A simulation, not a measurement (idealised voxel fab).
Process module heading - voxel capacitor over wiring
Shown is cross-section cut, with a width of 300 nm and square cells of size 5 nm.
A cross-section is a grid of square cells, given in bands from the top down. A band is one or more rows of cells. Band entry format. Leading values: height of top, height of bottom, nm. Remainder: materials in left-to-right order, each with its width in nm. Special words: "everywhere" on a single material, which then fills the band edge to edge; "air", empty space. Beneath 0, the wafer as received is one material, and that level is where height counting begins. The lowest band goes on downward without a bottom; it is written like "0 nm and below". When a width is written as two numbers, as in "30 to 40", the first number is the width in the top row of cells of the band and the second is the width in its bottom row, and the width changes by the same amount from each row to the next. Any step labelled "nothing was modified" changed none of the cells in the cross-section. Listed in "Voids lacking openings": every empty space of 8 or more cells without an open way to the top. Form: width x height at distance, the distance being from the left edge, all in nm. If you see something after the settings on a step's line, that's the simulator's own remark about that step. A step's line can hold "overlay nm"; with a mask on that step, the setting says how far right of the planned place the mask lay, while a negative setting says it lay to the left.

SO HERE'S THE LINEUP OF PROCESS STEPS WE PLANNED
step 1: RECEIVE | material Si
step 2: CONFORMAL_DEP | material SiO2 | thk nm 15
step 3: DIRECTIONAL_DEP | material TiN | thk nm 5
step 4: DIRECTIONAL_DEP | material W | thk nm 20
step 5: PATTERN | tone cover | mask id METAL_1 | material resist | width nm 25 | pitch nm 75 | thk nm 20 | overlay nm 0
step 6: DIRECTIONAL_ETCH | etch materials W | depth nm 20
step 7: DIRECTIONAL_ETCH | etch materials TiN | depth nm 5
step 8: STRIP | etch materials resist
step 9: CONFORMAL_DEP | material SiN | thk nm 5
step 10: FILL_DEP | material lowk | thk nm 10
step 11: CMP | height nm 40
step 12: CONFORMAL_DEP | material SiCN | thk nm 5
step 13: DIRECTIONAL_DEP | material SiO2 | thk nm 20
step 14: MASKED_ETCH | tone open | mask id PLUG_1 | width nm 15 | etch materials SiO2 | depth nm 20 | overlay nm 0
step 15: MASKED_ETCH | tone open | mask id PLUG_1 | width nm 15 | etch materials SiCN | depth nm 5 | overlay nm 0
step 16: EPI | material Ru | thk nm 10
step 17: EPI | material Ru | thk nm 10
step 18: EPI | material Ru | thk nm 5
step 19: DIRECTIONAL_DEP | material TiN | thk nm 10
step 20: DIRECTIONAL_DEP | material HfO2 | thk nm 5
step 21: DIRECTIONAL_DEP | material TiN | thk nm 10
step 22: MASKED_ETCH | tone cover | mask id UPPER_PLATE | width nm 55 | etch materials TiN | depth nm 10 | overlay nm 0
step 23: MASKED_ETCH | tone cover | mask id UPPER_PLATE | width nm 55 | etch materials HfO2 | depth nm 5 | overlay nm 0
step 24: DIRECTIONAL_DEP | material aC | thk nm 15
step 25: PATTERN | tone cover | mask id LOWER_PLATE | material resist | width nm 65 | thk nm 35 | overlay nm 0
step 26: DIRECTIONAL_ETCH | etch materials aC | depth nm 15
step 27: STRIP | etch materials resist
step 28: DIRECTIONAL_ETCH | etch materials TiN | depth nm 10
step 29: STRIP | etch materials aC
step 30: FILL_DEP | material SiO2 | thk nm 20
step 31: CMP | height nm 105
step 32: DIRECTIONAL_DEP | material aC | thk nm 10
step 33: PATTERN | tone open | mask id PLUG_2 | material resist | width nm 15 | thk nm 25 | overlay nm 0
step 34: DIRECTIONAL_ETCH | etch materials aC | depth nm 10
step 35: STRIP | etch materials resist
step 36: DIRECTIONAL_ETCH | etch materials SiO2 | depth nm 15
step 37: STRIP | etch materials aC
step 38: CONFORMAL_DEP | material TiN | thk nm 5
step 39: FILL_DEP | material W | thk nm 5
step 40: CMP | height nm 105
step 41: CONFORMAL_DEP | material SiCN | thk nm 5

CROSS-SECTION OF THE WAFER UPON ARRIVAL, REPRESENTING THE STATE REACHED AFTER STEP 1
- 0 nm and below = Si everywhere
- Voids lacking openings: none

CROSS-SECTIONAL VIEW OF THE FIRST OF THE TWO WAFERS UPON COMPLETION OF THE MODULE, PROCESSED IN ACCORDANCE WITH THE PLAN
- 110 nm to 105 nm = SiCN everywhere
- 105 nm to 95 nm = 120 SiO2 | 5 TiN | 5 W | 5 TiN | 165 SiO2
- 95 nm to 90 nm = 120 SiO2 | 15 TiN | 165 SiO2
- 90 nm to 80 nm = 110 SiO2 | 55 TiN | 135 SiO2
- 80 nm to 75 nm = 110 SiO2 | 55 HfO2 | 135 SiO2
- 75 nm to 65 nm = 105 SiO2 | 65 TiN | 130 SiO2
- 65 nm to 45 nm = 110 SiO2 | 15 Ru | 175 SiO2
- 45 nm to 40 nm = 110 SiCN | 15 Ru | 175 SiCN
- 40 nm to 20 nm = 95 lowk | 5 SiN | 25 W | 5 SiN | 40 lowk | 5 SiN | 25 W | 5 SiN | 95 lowk
- 20 nm to 15 nm = 100 SiN | 25 TiN | 50 SiN | 25 TiN | 100 SiN
- 15 nm to 0 nm = SiO2 everywhere
- 0 nm and below = Si everywhere
- Voids lacking openings: none

CROSS-SECTIONAL IMAGE OF THE SECOND WAFER OF THE TWO FOLLOWING COMPLETION OF THE MODULE. STARTING STATE AND PROCESS PLAN WERE THE SAME AS FOR THE FIRST WAFER; ONE EXECUTION ERROR OCCURRED
- 110 nm to 105 nm = SiCN everywhere
- 105 nm to 95 nm = 120 SiO2 | 5 TiN | 5 W | 5 TiN | 165 SiO2
- 95 nm to 90 nm = 120 SiO2 | 15 TiN | 165 SiO2
- 90 nm to 80 nm = 110 SiO2 | 55 TiN | 135 SiO2
- 80 nm to 75 nm = 110 SiO2 | 55 HfO2 | 135 SiO2
- 75 nm to 65 nm = 105 SiO2 | 65 TiN | 130 SiO2
- 65 nm to 45 nm = 110 SiO2 | 15 Ru | 175 SiO2
- 45 nm to 40 nm = 110 SiCN | 15 Ru | 175 SiCN
- 40 nm to 20 nm = 105 lowk | 5 SiN | 25 W | 5 SiN | 40 lowk | 5 SiN | 25 W | 5 SiN | 85 lowk
- 20 nm to 15 nm = 110 SiN | 25 TiN | 50 SiN | 25 TiN | 90 SiN
- 15 nm to 0 nm = SiO2 everywhere
- 0 nm and below = Si everywhere
- Voids lacking openings: none
Processing error: step 5 deviated from plan and actually ran as PATTERN | tone cover | mask id METAL_1 | material resist | width nm 25 | pitch nm 75 | thk nm 20 | overlay nm 10
The two final wafers agree on how many cells each material fills and disagree on which cells those are.
